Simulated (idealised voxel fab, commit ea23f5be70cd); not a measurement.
Module name: voxel trench capacitor (process module)
Pictured: cross-section cut, 300 nm wide, on a grid of 5 nm square cells.
Think of the cross-section as a grid of square cells. We describe it in bands, top to bottom, and each band covers one or more rows of those cells.
Band entry format. Leading values: height of top, height of bottom, nm. Remainder: materials in left-to-right order, each with its width in nm. Special words: "full width" on a single material, which then fills the band edge to edge; "air", empty space.
All heights in this document are referenced to 0, defined as the level beneath which the wafer, as received, consists entirely of one material. The lowest band is not bounded below; it extends indefinitely downward and is written in the form "0 and below".
When a width is written as two numbers, as in "30->40", the first number is the width in the top row of cells of the band and the second is the width in its bottom row, and the width changes by the same amount from each row to the next.
You'll sometimes find "no change" written for a step, and that's the way of saying that nowhere in the cross-section did a cell change during that step.
In the "Enclosed cavity list" entry, you get each enclosed empty space of 8 cells or more, one with no open way to the top, written width x height at distance, distance from the left edge, in nm.
after a step's settings: what the simulator itself notes on the step
overlay nm: where the mask lay relative to plan, measured to the right, on steps with a mask; negatives go left.

-- The process steps that were planned are listed below
step 1: RECEIVE with material Si
step 2: CONFORMAL_DEP with material SiN, thk nm 10
step 3: MASKED_ETCH with tone open, mask id TRENCH, width nm 30, pitch nm 55, etch materials SiN, depth nm 10, overlay nm 0
step 4: MASKED_ETCH with tone open, mask id TRENCH, width nm 30, pitch nm 55, etch materials Si, depth nm 30, overlay nm 0
step 5: CONFORMAL_DEP with material HfO2, thk nm 5
step 6: CONFORMAL_DEP with material TiN, thk nm 5
step 7: FILL_DEP with material W, thk nm 10
step 8: CMP with height nm 10

-- Wafer as received: cross-section following step 1
    0 and below: Si full width
    Enclosed cavity list: none

-- first wafer at the end, as planned
    10 down to 0: SiN: 50  HfO2: 5  TiN: 5  W: 10  TiN: 5  HfO2: 5  SiN: 25  HfO2: 5  TiN: 5  W: 10  TiN: 5  HfO2: 5  SiN: 25  HfO2: 5  TiN: 5  W: 10  TiN: 5  HfO2: 5  SiN: 25  HfO2: 5  TiN: 5  W: 10  TiN: 5  HfO2: 5  SiN: 55
    0 down to -20: Si: 50  HfO2: 5  TiN: 5  W: 10  TiN: 5  HfO2: 5  Si: 25  HfO2: 5  TiN: 5  W: 10  TiN: 5  HfO2: 5  Si: 25  HfO2: 5  TiN: 5  W: 10  TiN: 5  HfO2: 5  Si: 25  HfO2: 5  TiN: 5  W: 10  TiN: 5  HfO2: 5  Si: 55
    -20 down to -25: Si: 50  HfO2: 5  TiN: 20  HfO2: 5  Si: 25  HfO2: 5  TiN: 20  HfO2: 5  Si: 25  HfO2: 5  TiN: 20  HfO2: 5  Si: 25  HfO2: 5  TiN: 20  HfO2: 5  Si: 55
    -25 down to -30: Si: 50  HfO2: 30  Si: 25  HfO2: 30  Si: 25  HfO2: 30  Si: 25  HfO2: 30  Si: 55
    -30 and below: Si full width
    Enclosed cavity list: none

-- Wafer two, end of module, cross-section. Same start, same plan as wafer one. One mistake in the run
    10 down to 0: SiN: 50  TiN: 5  HfO2: 5  W: 10  HfO2: 5  TiN: 5  SiN: 25  TiN: 5  HfO2: 5  W: 10  HfO2: 5  TiN: 5  SiN: 25  TiN: 5  HfO2: 5  W: 10  HfO2: 5  TiN: 5  SiN: 25  TiN: 5  HfO2: 5  W: 10  HfO2: 5  TiN: 5  SiN: 55
    0 down to -20: Si: 50  TiN: 5  HfO2: 5  W: 10  HfO2: 5  TiN: 5  Si: 25  TiN: 5  HfO2: 5  W: 10  HfO2: 5  TiN: 5  Si: 25  TiN: 5  HfO2: 5  W: 10  HfO2: 5  TiN: 5  Si: 25  TiN: 5  HfO2: 5  W: 10  HfO2: 5  TiN: 5  Si: 55
    -20 down to -25: Si: 50  TiN: 5  HfO2: 20  TiN: 5  Si: 25  TiN: 5  HfO2: 20  TiN: 5  Si: 25  TiN: 5  HfO2: 20  TiN: 5  Si: 25  TiN: 5  HfO2: 20  TiN: 5  Si: 55
    -25 down to -30: Si: 50  TiN: 30  Si: 25  TiN: 30  Si: 25  TiN: 30  Si: 25  TiN: 30  Si: 55
    -30 and below: Si full width
    Enclosed cavity list: none
Plan not followed: steps 5 and 6 got flipped, so each one ran where the other should have
at the end the second wafer has, in cells: HfO2: 16 fewer; TiN: 16 more
